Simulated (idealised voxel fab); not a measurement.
You're looking at the process module voxel wiring stack.
Square cells of 5 nm make up the cross-section cut, whose width is 175 nm.
Just so we're on the same page, the cross-sections are grids of square cells, and they're listed out in bands top to bottom, each band one or more rows deep. Band: top and bottom heights (nm) first, top before bottom; then materials from left to right, widths in nm. "edge to edge" marks a sole material filling the band edge to edge. "air" denotes empty space. We count height from 0. Below that, the starting wafer is all one material. The lowest band never ends at the bottom but goes on down; see "0..down" for how that is written. Read "30->40" as a graded width: first number on top, second number at the bottom, same change between each pair of neighbouring rows. "no alterations made", as given for a step, is the statement that not any cell of the cross-section underwent a change during that step. So "Closed-off voids" is basically the list of trapped voids: any empty space of 8 cells or more that can't reach the top through an opening. They're written width x height at distance, the distance being from the left edge, and it's all nm. Note: text after step settings on the step line = simulator remark on that step. overlay nm: on a step with a mask, how far right of its planned place the mask lay; negative means left.

-- Steps planned for the process
- 1: RECEIVE [material Si]
- 2: CONFORMAL_DEP [material SiO2] [thk nm 15]
- 3: DIRECTIONAL_DEP [material TiN] [thk nm 5]
- 4: DIRECTIONAL_DEP [material Ru] [thk nm 25]
- 5: DIRECTIONAL_DEP [material aC] [thk nm 15]
- 6: PATTERN [tone cover] [mask id METAL_1] [material resist] [width nm 30] [pitch nm 50] [thk nm 30] [overlay nm 0]
- 7: DIRECTIONAL_ETCH [etch materials aC] [depth nm 15]
- 8: STRIP [etch materials resist]
- 9: DIRECTIONAL_ETCH [etch materials Ru] [depth nm 25]
- 10: DIRECTIONAL_ETCH [etch materials TiN] [depth nm 5]
- 11: STRIP [etch materials aC]
- 12: FILL_DEP [material lowk] [thk nm 10]
- 13: CMP [height nm 45]
- 14: CONFORMAL_DEP [material SiCN] [thk nm 5]
- 15: DIRECTIONAL_DEP [material SiO2] [thk nm 30]
- 16: MASKED_ETCH [tone open] [mask id METAL_2] [width nm 30] [pitch nm 50] [etch materials SiO2] [depth nm 15] [overlay nm 0]
- 17: PATTERN [tone open] [mask id METAL_2_HOLES] [material resist] [width nm 15] [pitch nm 50] [thk nm 20] [overlay nm 0]
- 18: DIRECTIONAL_ETCH [etch materials SiO2] [depth nm 15]
- 19: DIRECTIONAL_ETCH [etch materials SiCN] [depth nm 5]
- 20: STRIP [etch materials resist]
- 21: CONFORMAL_DEP [material TiN] [thk nm 5]
- 22: FILL_DEP [material Ru] [thk nm 10]
- 23: CMP [height nm 80]
- 24: CONFORMAL_DEP [material SiCN] [thk nm 5]
- 25: DIRECTIONAL_DEP [material lowk] [thk nm 10]
- 26: PATTERN [tone open] [mask id PLUG_2] [material resist] [width nm 15] [thk nm 20] [overlay nm 0]
- 27: DIRECTIONAL_ETCH [etch materials lowk] [depth nm 10]
- 28: DIRECTIONAL_ETCH [etch materials SiCN] [depth nm 5]
- 29: STRIP [etch materials resist]
- 30: EPI [material Ru] [thk nm 10]
- 31: EPI [material Ru] [thk nm 5]
- 32: DIRECTIONAL_DEP [material TiN] [thk nm 5]
- 33: DIRECTIONAL_DEP [material Ru] [thk nm 20]
- 34: DIRECTIONAL_DEP [material aC] [thk nm 10]
- 35: PATTERN [tone cover] [mask id METAL_3] [material resist] [width nm 30] [pitch nm 50] [thk nm 30] [overlay nm 0]
- 36: DIRECTIONAL_ETCH [etch materials aC] [depth nm 10]
- 37: STRIP [etch materials resist]
- 38: DIRECTIONAL_ETCH [etch materials Ru] [depth nm 20]
- 39: DIRECTIONAL_ETCH [etch materials TiN] [depth nm 5]
- 40: STRIP [etch materials aC]
- 41: FILL_DEP [material lowk] [thk nm 5]
- 42: CMP [height nm 120]
- 43: CONFORMAL_DEP [material SiCN] [thk nm 5]

-- Concerning the first of two wafers, which was run in accordance with the plan

-- Cross-section of the wafer as it came to us, i.e., already through step 1
- 0..down  Si edge to edge
- Closed-off voids: none

-- Step 2 done - wafer cross-section
- 15..0  SiO2 edge to edge
- Everything under 0 stays put, no change at all.

-- Step 3 done - wafer cross-section
- 20..15  TiN edge to edge
- Everything under 15 stays put, no change at all.

-- Step 4 done - wafer cross-section
- 45..20  Ru edge to edge
- Everything under 20 stays put, no change at all.

-- Step 5 done - wafer cross-section
- 60..45  aC edge to edge
- Everything under 45 stays put, no change at all.

-- Step 6 done - wafer cross-section
- 90..60  air 45 nm | resist 30 nm | air 20 nm | resist 30 nm | air 50 nm
- Everything under 60 stays put, no change at all.

-- Step 7 done - wafer cross-section
- 75..60  air 45 nm | resist 30 nm | air 20 nm | resist 30 nm | air 50 nm
- 60..45  air 45 nm | aC 30 nm | air 20 nm | aC 30 nm | air 50 nm
- Everything under 45 stays put, no change at all.

-- Step 8 done - wafer cross-section
- 60..45  air 45 nm | aC 30 nm | air 20 nm | aC 30 nm | air 50 nm
- Everything under 45 stays put, no change at all.

-- Step 9 done - wafer cross-section
- 60..45  air 45 nm | aC 30 nm | air 20 nm | aC 30 nm | air 50 nm
- 45..20  air 45 nm | Ru 30 nm | air 20 nm | Ru 30 nm | air 50 nm
- Everything under 20 stays put, no change at all.

-- Step 10 done - wafer cross-section
- 60..45  air 45 nm | aC 30 nm | air 20 nm | aC 30 nm | air 50 nm
- 45..20  air 45 nm | Ru 30 nm | air 20 nm | Ru 30 nm | air 50 nm
- 20..15  air 45 nm | TiN 30 nm | air 20 nm | TiN 30 nm | air 50 nm
- Everything under 15 stays put, no change at all.

-- Step 11 done - wafer cross-section
- 45..20  air 45 nm | Ru 30 nm | air 20 nm | Ru 30 nm | air 50 nm
- Everything under 20 stays put, no change at all.

-- Step 12 done - wafer cross-section
- 55..45  lowk edge to edge
- 45..20  lowk 45 nm | Ru 30 nm | lowk 20 nm | Ru 30 nm | lowk 50 nm
- 20..15  lowk 45 nm | TiN 30 nm | lowk 20 nm | TiN 30 nm | lowk 50 nm
- Everything under 15 stays put, no change at all.

-- Step 13 done - wafer cross-section
- 45..20  lowk 45 nm | Ru 30 nm | lowk 20 nm | Ru 30 nm | lowk 50 nm
- Everything under 20 stays put, no change at all.

-- Step 14 done - wafer cross-section
- 50..45  SiCN edge to edge
- Everything under 45 stays put, no change at all.

-- Step 15 done - wafer cross-section
- 80..50  SiO2 edge to edge
- Everything under 50 stays put, no change at all.

-- Step 16 done - wafer cross-section
- 80..65  SiO2 45 nm | air 30 nm | SiO2 20 nm | air 30 nm | SiO2 50 nm
- Everything under 65 stays put, no change at all.

-- Step 17 done - wafer cross-section
- 100..80  resist 45 nm | air 15 nm | resist 35 nm | air 15 nm | resist 65 nm
- 80..65  SiO2 45 nm | air 15 nm | resist 15 nm | SiO2 20 nm | air 15 nm | resist 15 nm | SiO2 50 nm
- Everything under 65 stays put, no change at all.

-- Step 18 done - wafer cross-section
- 100..80  resist 45 nm | air 15 nm | resist 35 nm | air 15 nm | resist 65 nm
- 80..65  SiO2 45 nm | air 15 nm | resist 15 nm | SiO2 20 nm | air 15 nm | resist 15 nm | SiO2 50 nm
- 65..50  SiO2 45 nm | air 15 nm | SiO2 35 nm | air 15 nm | SiO2 65 nm
- Everything under 50 stays put, no change at all.

-- Step 19 done - wafer cross-section
- 100..80  resist 45 nm | air 15 nm | resist 35 nm | air 15 nm | resist 65 nm
- 80..65  SiO2 45 nm | air 15 nm | resist 15 nm | SiO2 20 nm | air 15 nm | resist 15 nm | SiO2 50 nm
- 65..50  SiO2 45 nm | air 15 nm | SiO2 35 nm | air 15 nm | SiO2 65 nm
- 50..45  SiCN 45 nm | air 15 nm | SiCN 35 nm | air 15 nm | SiCN 65 nm
- Everything under 45 stays put, no change at all.

-- Step 20 done - wafer cross-section
- 80..65  SiO2 45 nm | air 30 nm | SiO2 20 nm | air 30 nm | SiO2 50 nm
- Everything under 65 stays put, no change at all.

-- Step 21 done - wafer cross-section
- 85..80  TiN 50 nm | air 20 nm | TiN 30 nm | air 20 nm | TiN 55 nm
- 80..70  SiO2 45 nm | TiN 5 nm | air 20 nm | TiN 5 nm | SiO2 20 nm | TiN 5 nm | air 20 nm | TiN 5 nm | SiO2 50 nm
- 70..65  SiO2 45 nm | TiN 5 nm | air 5 nm | TiN 20 nm | SiO2 20 nm | TiN 5 nm | air 5 nm | TiN 20 nm | SiO2 50 nm
- 65..50  SiO2 45 nm | TiN 5 nm | air 5 nm | TiN 5 nm | SiO2 35 nm | TiN 5 nm | air 5 nm | TiN 5 nm | SiO2 65 nm
- 50..45  SiCN 45 nm | TiN 15 nm | SiCN 35 nm | TiN 15 nm | SiCN 65 nm
- Everything under 45 stays put, no change at all.

-- Step 22 done - wafer cross-section
- 95..85  Ru edge to edge
- 85..80  TiN 50 nm | Ru 20 nm | TiN 30 nm | Ru 20 nm | TiN 55 nm
- 80..70  SiO2 45 nm | TiN 5 nm | Ru 20 nm | TiN 5 nm | SiO2 20 nm | TiN 5 nm | Ru 20 nm | TiN 5 nm | SiO2 50 nm
- 70..65  SiO2 45 nm | TiN 5 nm | Ru 5 nm | TiN 20 nm | SiO2 20 nm | TiN 5 nm | Ru 5 nm | TiN 20 nm | SiO2 50 nm
- 65..50  SiO2 45 nm | TiN 5 nm | Ru 5 nm | TiN 5 nm | SiO2 35 nm | TiN 5 nm | Ru 5 nm | TiN 5 nm | SiO2 65 nm
- Everything under 50 stays put, no change at all.

-- Step 23 done - wafer cross-section
- 80..70  SiO2 45 nm | TiN 5 nm | Ru 20 nm | TiN 5 nm | SiO2 20 nm | TiN 5 nm | Ru 20 nm | TiN 5 nm | SiO2 50 nm
- Everything under 70 stays put, no change at all.

-- Step 24 done - wafer cross-section
- 85..80  SiCN edge to edge
- Everything under 80 stays put, no change at all.

-- Step 25 done - wafer cross-section
- 95..85  lowk edge to edge
- Everything under 85 stays put, no change at all.

-- Step 26 done - wafer cross-section
- 115..95  resist 45 nm | air 15 nm | resist 115 nm
- Everything under 95 stays put, no change at all.

-- Step 27 done - wafer cross-section
- 115..95  resist 45 nm | air 15 nm | resist 115 nm
- 95..85  lowk 45 nm | air 15 nm | lowk 115 nm
- Everything under 85 stays put, no change at all.

-- Step 28 done - wafer cross-section
- 115..95  resist 45 nm | air 15 nm | resist 115 nm
- 95..85  lowk 45 nm | air 15 nm | lowk 115 nm
- 85..80  SiCN 45 nm | air 15 nm | SiCN 115 nm
- Everything under 80 stays put, no change at all.

-- Step 29 done - wafer cross-section
- 95..85  lowk 45 nm | air 15 nm | lowk 115 nm
- Everything under 85 stays put, no change at all.

-- Step 30 done - wafer cross-section
- 95..90  lowk 45 nm | air 15 nm | lowk 115 nm
- 90..85  lowk 45 nm | Ru 15 nm | lowk 115 nm
- 85..80  SiCN 45 nm | Ru 15 nm | SiCN 115 nm
- Everything under 80 stays put, no change at all.

-- Step 31 done - wafer cross-section
- 95..85  lowk 45 nm | Ru 15 nm | lowk 115 nm
- Everything under 85 stays put, no change at all.

-- Step 32 done - wafer cross-section
- 100..95  TiN edge to edge
- Everything under 95 stays put, no change at all.

-- Step 33 done - wafer cross-section
- 120..100  Ru edge to edge
- Everything under 100 stays put, no change at all.

-- Step 34 done - wafer cross-section
- 130..120  aC edge to edge
- Everything under 120 stays put, no change at all.

-- Step 35 done - wafer cross-section
- 160..130  air 45 nm | resist 30 nm | air 20 nm | resist 30 nm | air 50 nm
- Everything under 130 stays put, no change at all.

-- Step 36 done - wafer cross-section
- 150..130  air 45 nm | resist 30 nm | air 20 nm | resist 30 nm | air 50 nm
- 130..120  air 45 nm | aC 30 nm | air 20 nm | aC 30 nm | air 50 nm
- Everything under 120 stays put, no change at all.

-- Step 37 done - wafer cross-section
- 130..120  air 45 nm | aC 30 nm | air 20 nm | aC 30 nm | air 50 nm
- Everything under 120 stays put, no change at all.

-- Step 38 done - wafer cross-section
- 130..120  air 45 nm | aC 30 nm | air 20 nm | aC 30 nm | air 50 nm
- 120..100  air 45 nm | Ru 30 nm | air 20 nm | Ru 30 nm | air 50 nm
- Everything under 100 stays put, no change at all.

-- Step 39 done - wafer cross-section
- 130..120  air 45 nm | aC 30 nm | air 20 nm | aC 30 nm | air 50 nm
- 120..100  air 45 nm | Ru 30 nm | air 20 nm | Ru 30 nm | air 50 nm
- 100..95  air 45 nm | TiN 30 nm | air 20 nm | TiN 30 nm | air 50 nm
- Everything under 95 stays put, no change at all.

-- Step 40 done - wafer cross-section
- 120..100  air 45 nm | Ru 30 nm | air 20 nm | Ru 30 nm | air 50 nm
- Everything under 100 stays put, no change at all.

-- Step 41 done - wafer cross-section
- 125..120  lowk edge to edge
- 120..100  lowk 45 nm | Ru 30 nm | lowk 20 nm | Ru 30 nm | lowk 50 nm
- 100..95  lowk 45 nm | TiN 30 nm | lowk 20 nm | TiN 30 nm | lowk 50 nm
- Everything under 95 stays put, no change at all.

-- Step 42 done - wafer cross-section
- 120..100  lowk 45 nm | Ru 30 nm | lowk 20 nm | Ru 30 nm | lowk 50 nm
- Everything under 100 stays put, no change at all.

-- Step 43 done - wafer cross-section
- 125..120  SiCN edge to edge
- Everything under 120 stays put, no change at all.

-- The remaining wafer, second of the two, started like the first and was run to the same plan, except that one mistake was made along the way; the two coincide through step 5, inclusive

-- Second wafer, section view, time point: scheduled end of step 6
- 90..60  resist 45 nm | air 30 nm | resist 20 nm | air 30 nm | resist 50 nm
- Everything under 60 stays put, no change at all.

-- Second wafer, section view, time point: scheduled end of step 7
- 75..60  resist 45 nm | air 30 nm | resist 20 nm | air 30 nm | resist 50 nm
- 60..45  aC 45 nm | air 30 nm | aC 20 nm | air 30 nm | aC 50 nm
- Everything under 45 stays put, no change at all.

-- Second wafer, section view, time point: scheduled end of step 8
- 60..45  aC 45 nm | air 30 nm | aC 20 nm | air 30 nm | aC 50 nm
- Everything under 45 stays put, no change at all.

-- Second wafer, section view, time point: scheduled end of step 9
- 60..45  aC 45 nm | air 30 nm | aC 20 nm | air 30 nm | aC 50 nm
- 45..20  Ru 45 nm | air 30 nm | Ru 20 nm | air 30 nm | Ru 50 nm
- Everything under 20 stays put, no change at all.

-- Second wafer, section view, time point: scheduled end of step 10
- 60..45  aC 45 nm | air 30 nm | aC 20 nm | air 30 nm | aC 50 nm
- 45..20  Ru 45 nm | air 30 nm | Ru 20 nm | air 30 nm | Ru 50 nm
- 20..15  TiN 45 nm | air 30 nm | TiN 20 nm | air 30 nm | TiN 50 nm
- Everything under 15 stays put, no change at all.

-- Second wafer, section view, time point: scheduled end of step 11
- 45..20  Ru 45 nm | air 30 nm | Ru 20 nm | air 30 nm | Ru 50 nm
- Everything under 20 stays put, no change at all.

-- Second wafer, section view, time point: scheduled end of step 12
- 55..45  lowk edge to edge
- 45..20  Ru 45 nm | lowk 30 nm | Ru 20 nm | lowk 30 nm | Ru 50 nm
- 20..15  TiN 45 nm | lowk 30 nm | TiN 20 nm | lowk 30 nm | TiN 50 nm
- Everything under 15 stays put, no change at all.

-- Second wafer, section view, time point: scheduled end of step 13
- 45..20  Ru 45 nm | lowk 30 nm | Ru 20 nm | lowk 30 nm | Ru 50 nm
- Everything under 20 stays put, no change at all.

-- Second wafer, section view, time point: scheduled end of step 14
- 50..45  SiCN edge to edge
- Everything under 45 stays put, no change at all.

-- Second wafer, section view, time point: scheduled end of step 15
- 80..50  SiO2 edge to edge
- Everything under 50 stays put, no change at all.

-- Second wafer, section view, time point: scheduled end of step 16
- 80..65  SiO2 45 nm | air 30 nm | SiO2 20 nm | air 30 nm | SiO2 50 nm
- Everything under 65 stays put, no change at all.

-- Second wafer, section view, time point: scheduled end of step 17
- 100..80  resist 45 nm | air 15 nm | resist 35 nm | air 15 nm | resist 65 nm
- 80..65  SiO2 45 nm | air 15 nm | resist 15 nm | SiO2 20 nm | air 15 nm | resist 15 nm | SiO2 50 nm
- Everything under 65 stays put, no change at all.

-- Second wafer, section view, time point: scheduled end of step 18
- 100..80  resist 45 nm | air 15 nm | resist 35 nm | air 15 nm | resist 65 nm
- 80..65  SiO2 45 nm | air 15 nm | resist 15 nm | SiO2 20 nm | air 15 nm | resist 15 nm | SiO2 50 nm
- 65..50  SiO2 45 nm | air 15 nm | SiO2 35 nm | air 15 nm | SiO2 65 nm
- Everything under 50 stays put, no change at all.

-- Second wafer, section view, time point: scheduled end of step 19
- 100..80  resist 45 nm | air 15 nm | resist 35 nm | air 15 nm | resist 65 nm
- 80..65  SiO2 45 nm | air 15 nm | resist 15 nm | SiO2 20 nm | air 15 nm | resist 15 nm | SiO2 50 nm
- 65..50  SiO2 45 nm | air 15 nm | SiO2 35 nm | air 15 nm | SiO2 65 nm
- 50..45  SiCN 45 nm | air 15 nm | SiCN 35 nm | air 15 nm | SiCN 65 nm
- Everything under 45 stays put, no change at all.

-- Second wafer, section view, time point: scheduled end of step 20
- 80..65  SiO2 45 nm | air 30 nm | SiO2 20 nm | air 30 nm | SiO2 50 nm
- Everything under 65 stays put, no change at all.

-- Second wafer, section view, time point: scheduled end of step 21
- 85..80  TiN 50 nm | air 20 nm | TiN 30 nm | air 20 nm | TiN 55 nm
- 80..70  SiO2 45 nm | TiN 5 nm | air 20 nm | TiN 5 nm | SiO2 20 nm | TiN 5 nm | air 20 nm | TiN 5 nm | SiO2 50 nm
- 70..65  SiO2 45 nm | TiN 5 nm | air 5 nm | TiN 20 nm | SiO2 20 nm | TiN 5 nm | air 5 nm | TiN 20 nm | SiO2 50 nm
- 65..50  SiO2 45 nm | TiN 5 nm | air 5 nm | TiN 5 nm | SiO2 35 nm | TiN 5 nm | air 5 nm | TiN 5 nm | SiO2 65 nm
- 50..45  SiCN 45 nm | TiN 15 nm | SiCN 35 nm | TiN 15 nm | SiCN 65 nm
- Everything under 45 stays put, no change at all.

-- Second wafer, section view, time point: scheduled end of step 22
- 95..85  Ru edge to edge
- 85..80  TiN 50 nm | Ru 20 nm | TiN 30 nm | Ru 20 nm | TiN 55 nm
- 80..70  SiO2 45 nm | TiN 5 nm | Ru 20 nm | TiN 5 nm | SiO2 20 nm | TiN 5 nm | Ru 20 nm | TiN 5 nm | SiO2 50 nm
- 70..65  SiO2 45 nm | TiN 5 nm | Ru 5 nm | TiN 20 nm | SiO2 20 nm | TiN 5 nm | Ru 5 nm | TiN 20 nm | SiO2 50 nm
- 65..50  SiO2 45 nm | TiN 5 nm | Ru 5 nm | TiN 5 nm | SiO2 35 nm | TiN 5 nm | Ru 5 nm | TiN 5 nm | SiO2 65 nm
- Everything under 50 stays put, no change at all.

-- Second wafer, section view, time point: scheduled end of step 23
- 80..70  SiO2 45 nm | TiN 5 nm | Ru 20 nm | TiN 5 nm | SiO2 20 nm | TiN 5 nm | Ru 20 nm | TiN 5 nm | SiO2 50 nm
- Everything under 70 stays put, no change at all.

-- Second wafer, section view, time point: scheduled end of step 24
- 85..80  SiCN edge to edge
- Everything under 80 stays put, no change at all.

-- Second wafer, section view, time point: scheduled end of step 25
- 95..85  lowk edge to edge
- Everything under 85 stays put, no change at all.

-- Second wafer, section view, time point: scheduled end of step 26
- 115..95  resist 45 nm | air 15 nm | resist 115 nm
- Everything under 95 stays put, no change at all.

-- Second wafer, section view, time point: scheduled end of step 27
- 115..95  resist 45 nm | air 15 nm | resist 115 nm
- 95..85  lowk 45 nm | air 15 nm | lowk 115 nm
- Everything under 85 stays put, no change at all.

-- Second wafer, section view, time point: scheduled end of step 28
- 115..95  resist 45 nm | air 15 nm | resist 115 nm
- 95..85  lowk 45 nm | air 15 nm | lowk 115 nm
- 85..80  SiCN 45 nm | air 15 nm | SiCN 115 nm
- Everything under 80 stays put, no change at all.

-- Second wafer, section view, time point: scheduled end of step 29
- 95..85  lowk 45 nm | air 15 nm | lowk 115 nm
- Everything under 85 stays put, no change at all.

-- Second wafer, section view, time point: scheduled end of step 30
- 95..90  lowk 45 nm | air 15 nm | lowk 115 nm
- 90..85  lowk 45 nm | Ru 15 nm | lowk 115 nm
- 85..80  SiCN 45 nm | Ru 15 nm | SiCN 115 nm
- Everything under 80 stays put, no change at all.

-- Second wafer, section view, time point: scheduled end of step 31
- 95..85  lowk 45 nm | Ru 15 nm | lowk 115 nm
- Everything under 85 stays put, no change at all.

-- Second wafer, section view, time point: scheduled end of step 32
- 100..95  TiN edge to edge
- Everything under 95 stays put, no change at all.

-- Second wafer, section view, time point: scheduled end of step 33
- 120..100  Ru edge to edge
- Everything under 100 stays put, no change at all.

-- Second wafer, section view, time point: scheduled end of step 34
- 130..120  aC edge to edge
- Everything under 120 stays put, no change at all.

-- Second wafer, section view, time point: scheduled end of step 35
- 160..130  air 45 nm | resist 30 nm | air 20 nm | resist 30 nm | air 50 nm
- Everything under 130 stays put, no change at all.

-- Second wafer, section view, time point: scheduled end of step 36
- 150..130  air 45 nm | resist 30 nm | air 20 nm | resist 30 nm | air 50 nm
- 130..120  air 45 nm | aC 30 nm | air 20 nm | aC 30 nm | air 50 nm
- Everything under 120 stays put, no change at all.

-- Second wafer, section view, time point: scheduled end of step 37
- 130..120  air 45 nm | aC 30 nm | air 20 nm | aC 30 nm | air 50 nm
- Everything under 120 stays put, no change at all.

-- Second wafer, section view, time point: scheduled end of step 38
- 130..120  air 45 nm | aC 30 nm | air 20 nm | aC 30 nm | air 50 nm
- 120..100  air 45 nm | Ru 30 nm | air 20 nm | Ru 30 nm | air 50 nm
- Everything under 100 stays put, no change at all.

-- Second wafer, section view, time point: scheduled end of step 39
- 130..120  air 45 nm | aC 30 nm | air 20 nm | aC 30 nm | air 50 nm
- 120..100  air 45 nm | Ru 30 nm | air 20 nm | Ru 30 nm | air 50 nm
- 100..95  air 45 nm | TiN 30 nm | air 20 nm | TiN 30 nm | air 50 nm
- Everything under 95 stays put, no change at all.

-- Second wafer, section view, time point: scheduled end of step 40
- 120..100  air 45 nm | Ru 30 nm | air 20 nm | Ru 30 nm | air 50 nm
- Everything under 100 stays put, no change at all.

-- Second wafer, section view, time point: scheduled end of step 41
- 125..120  lowk edge to edge
- 120..100  lowk 45 nm | Ru 30 nm | lowk 20 nm | Ru 30 nm | lowk 50 nm
- 100..95  lowk 45 nm | TiN 30 nm | lowk 20 nm | TiN 30 nm | lowk 50 nm
- Everything under 95 stays put, no change at all.

-- Second wafer, section view, time point: scheduled end of step 42
- 120..100  lowk 45 nm | Ru 30 nm | lowk 20 nm | Ru 30 nm | lowk 50 nm
- Everything under 100 stays put, no change at all.

-- Second wafer, section view, time point: scheduled end of step 43
- 125..120  SiCN edge to edge
- Everything under 120 stays put, no change at all.
Deviation noted in wafer processing: rather than as planned, step 6 actually ran as PATTERN [tone open] [mask id METAL_1] [material resist] [width nm 30] [pitch nm 50] [thk nm 30] [overlay nm 0]
Final tally in cells, some materials are higher or lower on the second wafer than on the first: +55 Ru, +11 TiN, -66 lowk
